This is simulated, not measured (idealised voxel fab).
Process module heading - voxel gate over fins
In the cross-section labelled cut, the width is 230 nm and each square cell is 5 nm.
Cross-section layout: square cells on a grid; listed as bands, top to bottom; a band spans one or more cell rows. Heads up on the band format: heights come first, top then bottom, in nm. After that it's the materials left to right, each with its width in nm. A single material flagged "full width" fills the whole band edge to edge, and "blank" means there's empty space there. Heads up on the height convention: 0 is the point under which the incoming wafer is all one material, and the lowest band has no bottom, it just keeps going down, like "0 nm and below". The expression "30 to 40" gives the width at the extremes of the band, the first number at its top row of cells and the second at its bottom row, with the width changing by equal amounts from each row to the next in between. For the purposes of this document, the phrase "same as before" attached to a step denotes that no cell within the cross-section was modified by that step. Closed-off voids of 8+ cells (no open route to the top) go in "Closed cavities", written width x height at distance from the left edge, in nm. It should be noted that, on the line of a given step, the content following the step's settings is a remark produced by the simulator itself with respect to that step. A step line may carry the setting "overlay nm", which, for steps involving a mask, states the distance by which the mask lay to the right of its intended position; negative values denote displacement to the left.

Process steps - plan:
step 1: RECEIVE | material Si
step 2: CONFORMAL_DEP | material SiN | thk nm 10
step 3: PATTERN | tone cover | mask id FINS | material resist | width nm 15 | pitch nm 40 | thk nm 15 | overlay nm 0
step 4: DIRECTIONAL_ETCH | etch materials SiN | depth nm 10
step 5: DIRECTIONAL_ETCH | etch materials Si | depth nm 35
step 6: STRIP | etch materials resist
step 7: FILL_DEP | material SiO2 | thk nm 5
step 8: CMP | height nm 10
step 9: SELECTIVE_ETCH | etch materials SiO2 | depth nm 20
step 10: STRIP | etch materials SiN
step 11: CONFORMAL_DEP | material HfO2 | thk nm 5
step 12: CONFORMAL_DEP | material TiN | thk nm 5
step 13: CONFORMAL_DEP | material TiAl | thk nm 5
step 14: CONFORMAL_DEP | material TiN | thk nm 5
step 15: FILL_DEP | material W | thk nm 15
step 16: CMP | height nm 30
step 17: CONFORMAL_DEP | material SiCN | thk nm 5

So this is the incoming wafer in cross-section - it's already been through step 1:
	0 nm and below: Si full width
	Closed cavities: none

Wafer cross-section at end of module: start and plan as shown above, one execution error:
	35 nm to 30 nm: SiCN full width
	30 nm to 20 nm: W full width
	20 nm to 15 nm: W 45 nm  TiN 135 nm  W 50 nm
	15 nm to 10 nm: W 45 nm  TiN 5 nm  TiAl 125 nm  TiN 5 nm  W 50 nm
	10 nm to 5 nm: W 45 nm  TiN 5 nm  TiAl 5 nm  TiN 35 nm  TiAl 5 nm  TiN 35 nm  TiAl 5 nm  TiN 35 nm  TiAl 5 nm  TiN 5 nm  W 50 nm
	5 nm to 0 nm: W 45 nm  TiN 5 nm  TiAl 5 nm  TiN 5 nm  HfO2 25 nm  TiN 5 nm  TiAl 5 nm  TiN 5 nm  HfO2 25 nm  TiN 5 nm  TiAl 5 nm  TiN 5 nm  HfO2 25 nm  TiN 5 nm  TiAl 5 nm  TiN 5 nm  W 50 nm
	0 nm to -10 nm: W 45 nm  TiN 5 nm  TiAl 5 nm  TiN 5 nm  HfO2 5 nm  Si 15 nm  HfO2 5 nm  TiN 5 nm  TiAl 5 nm  TiN 5 nm  HfO2 5 nm  Si 15 nm  HfO2 5 nm  TiN 5 nm  TiAl 5 nm  TiN 5 nm  HfO2 5 nm  Si 15 nm  HfO2 5 nm  TiN 5 nm  TiAl 5 nm  TiN 5 nm  W 50 nm
	-10 nm to -15 nm: TiN 50 nm  TiAl 5 nm  TiN 5 nm  HfO2 5 nm  Si 15 nm  HfO2 5 nm  TiN 5 nm  TiAl 5 nm  TiN 5 nm  HfO2 5 nm  Si 15 nm  HfO2 5 nm  TiN 5 nm  TiAl 5 nm  TiN 5 nm  HfO2 5 nm  Si 15 nm  HfO2 5 nm  TiN 5 nm  TiAl 5 nm  TiN 55 nm
	-15 nm to -20 nm: TiAl 55 nm  TiN 5 nm  HfO2 5 nm  Si 15 nm  HfO2 5 nm  TiN 5 nm  TiAl 5 nm  TiN 5 nm  HfO2 5 nm  Si 15 nm  HfO2 5 nm  TiN 5 nm  TiAl 5 nm  TiN 5 nm  HfO2 5 nm  Si 15 nm  HfO2 5 nm  TiN 5 nm  TiAl 60 nm
	-20 nm to -25 nm: TiN 60 nm  HfO2 5 nm  Si 15 nm  HfO2 5 nm  TiN 15 nm  HfO2 5 nm  Si 15 nm  HfO2 5 nm  TiN 15 nm  HfO2 5 nm  Si 15 nm  HfO2 5 nm  TiN 65 nm
	-25 nm to -30 nm: HfO2 65 nm  Si 15 nm  HfO2 25 nm  Si 15 nm  HfO2 25 nm  Si 15 nm  HfO2 70 nm
	-30 nm to -35 nm: SiO2 65 nm  Si 15 nm  SiO2 25 nm  Si 15 nm  SiO2 25 nm  Si 15 nm  SiO2 70 nm
	-35 nm and below: Si full width
	Closed cavities: none
Diagnosis: step 9 from the plan got run twice
